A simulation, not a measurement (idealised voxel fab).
Process module heading - voxel released beams
Cross-section cut: width 175 nm, square cells of 5 nm.
This document writes a cross-section as a grid whose cells are square, and gives it as bands, listed from the top down; one or more rows of cells form a band.
This entry defines a band. It first specifies the height of the band's top and the height of its bottom in nm, and then specifies the band's materials from left to right, stating each material with its width in nm. The word "full width" identifies a single material that fills the band from edge to edge, while the word "blank" identifies empty space.
Where do heights start? At 0: under that level the wafer as delivered is made of one material only. And the lowest band has no floor; it just carries on downward, as in "0 down".
A width such as "30..40" changes by the same amount from each row of cells to the next, from the band's top row to its bottom row.
Given "stayed the same" for a step, no cell of the cross-section differs between before and after that step.
The entry titled "Closed internal voids" provides the empty spaces that have no open way to the top, restricted to those of 8 cells or more. Each is presented as width x height at distance, the distance being measured from the left edge, with all three in nm.
It should be noted that, on the line of a given step, the content following the step's settings is a remark produced by the simulator itself with respect to that step.
A step line may carry the setting "overlay nm", which, for steps involving a mask, states the distance by which the mask lay to the right of its intended position; negative values denote displacement to the left.

The process steps that were planned are listed below
step 1: RECEIVE [material Si]
step 2: CONFORMAL_DEP [material SiN] [thk nm 5]
step 3: DIRECTIONAL_DEP [material SiO2] [thk nm 15]
step 4: PATTERN [tone open] [mask id ANCHOR] [material resist] [width nm 35] [thk nm 15] [overlay nm 0]
step 5: DIRECTIONAL_ETCH [etch materials SiO2] [depth nm 15]
step 6: STRIP [etch materials resist]
step 7: CONFORMAL_DEP [material W] [thk nm 15]
step 8: DIRECTIONAL_DEP [material aC] [thk nm 10]
step 9: PATTERN [tone cover] [mask id BEAM] [material resist] [width nm 120] [thk nm 25] [overlay nm 0]
step 10: DIRECTIONAL_ETCH [etch materials aC] [depth nm 10]
step 11: STRIP [etch materials resist]
step 12: DIRECTIONAL_ETCH [etch materials W] [depth nm 15]
step 13: STRIP [etch materials aC]
step 14: STRIP [etch materials SiO2]

Below: the first of two wafers, run as planned

Step 1 complete: cross-section of the wafer as received
	0 down | Si full width
	Closed internal voids: none

Cross-section of the wafer after step 2
	5 to 0 | SiN full width
	Below 0 it's all the same as before, nothing changed down there.

Cross-section of the wafer after step 3
	20 to 5 | SiO2 full width
	Below 5 it's all the same as before, nothing changed down there.

Cross-section of the wafer after step 4
	35 to 20 | resist: 30 / blank: 35 / resist: 110
	Below 20 it's all the same as before, nothing changed down there.

Cross-section of the wafer after step 5
	35 to 20 | resist: 30 / blank: 35 / resist: 110
	20 to 5 | SiO2: 30 / blank: 35 / SiO2: 110
	Below 5 it's all the same as before, nothing changed down there.

Cross-section of the wafer after step 6
	20 to 5 | SiO2: 30 / blank: 35 / SiO2: 110
	Below 5 it's all the same as before, nothing changed down there.

Cross-section of the wafer after step 7
	35 to 20 | W: 45 / blank: 5 / W: 125
	20 to 5 | SiO2: 30 / W: 35 / SiO2: 110
	Below 5 it's all the same as before, nothing changed down there.

Cross-section of the wafer after step 8
	45 to 35 | aC: 45 / blank: 5 / aC: 125
	35 to 30 | W: 45 / blank: 5 / W: 125
	30 to 20 | W: 45 / aC: 5 / W: 125
	Below 20 it's all the same as before, nothing changed down there.

Cross-section of the wafer after step 9
	70 to 45 | blank: 25 / resist: 120 / blank: 30
	45 to 35 | aC: 45 / resist: 5 / aC: 125
	35 to 30 | W: 45 / resist: 5 / W: 125
	Below 30 it's all the same as before, nothing changed down there.

Cross-section of the wafer after step 10
	60 to 45 | blank: 25 / resist: 120 / blank: 30
	45 to 35 | blank: 25 / aC: 20 / resist: 5 / aC: 95 / blank: 30
	Below 35 it's all the same as before, nothing changed down there.

Cross-section of the wafer after step 11
	45 to 35 | blank: 25 / aC: 20 / blank: 5 / aC: 95 / blank: 30
	35 to 30 | W: 45 / blank: 5 / W: 125
	Below 30 it's all the same as before, nothing changed down there.

Cross-section of the wafer after step 12
	45 to 35 | blank: 25 / aC: 20 / blank: 5 / aC: 95 / blank: 30
	35 to 30 | blank: 25 / W: 20 / blank: 5 / W: 95 / blank: 30
	30 to 20 | blank: 25 / W: 20 / aC: 5 / W: 95 / blank: 30
	Below 20 it's all the same as before, nothing changed down there.

Cross-section of the wafer after step 13
	35 to 20 | blank: 25 / W: 20 / blank: 5 / W: 95 / blank: 30
	Below 20 it's all the same as before, nothing changed down there.

Cross-section of the wafer after step 14
	35 to 20 | blank: 25 / W: 20 / blank: 5 / W: 95 / blank: 30
	20 to 5 | blank: 30 / W: 35 / blank: 110
	Below 5 it's all the same as before, nothing changed down there.

Here the second wafer is described. Its start and its plan were those of the first wafer. Its run contained one mistake. Up to and including step 2, it did exactly what the first wafer did

Second wafer shown in cross-section at the time step 3 was slated to end
	20 to 5 | W full width
	Below 5 it's all the same as before, nothing changed down there.

Second wafer shown in cross-section at the time step 4 was slated to end
	35 to 20 | resist: 30 / blank: 35 / resist: 110
	Below 20 it's all the same as before, nothing changed down there.

Second wafer shown in cross-section at the time step 5 was slated to end: stayed the same

Second wafer shown in cross-section at the time step 6 was slated to end
	20 to 5 | W full width
	Below 5 it's all the same as before, nothing changed down there.

Second wafer shown in cross-section at the time step 7 was slated to end
	35 to 5 | W full width
	Below 5 it's all the same as before, nothing changed down there.

Second wafer shown in cross-section at the time step 8 was slated to end
	45 to 35 | aC full width
	Below 35 it's all the same as before, nothing changed down there.

Second wafer shown in cross-section at the time step 9 was slated to end
	70 to 45 | blank: 25 / resist: 120 / blank: 30
	Below 45 it's all the same as before, nothing changed down there.

Second wafer shown in cross-section at the time step 10 was slated to end
	60 to 45 | blank: 25 / resist: 120 / blank: 30
	45 to 35 | blank: 25 / aC: 120 / blank: 30
	Below 35 it's all the same as before, nothing changed down there.

Second wafer shown in cross-section at the time step 11 was slated to end
	45 to 35 | blank: 25 / aC: 120 / blank: 30
	Below 35 it's all the same as before, nothing changed down there.

Second wafer shown in cross-section at the time step 12 was slated to end
	45 to 35 | blank: 25 / aC: 120 / blank: 30
	35 to 20 | blank: 25 / W: 120 / blank: 30
	Below 20 it's all the same as before, nothing changed down there.

Second wafer shown in cross-section at the time step 13 was slated to end
	35 to 20 | blank: 25 / W: 120 / blank: 30
	Below 20 it's all the same as before, nothing changed down there.

Second wafer shown in cross-section at the time step 14 was slated to end: stayed the same
Processing error: step 3, actual vs plan mismatch, actual run DIRECTIONAL_DEP [material W] [thk nm 15]
Upon completion, the second wafer contains, in terms of cells, a greater or smaller amount of certain materials than the first wafer: W +87
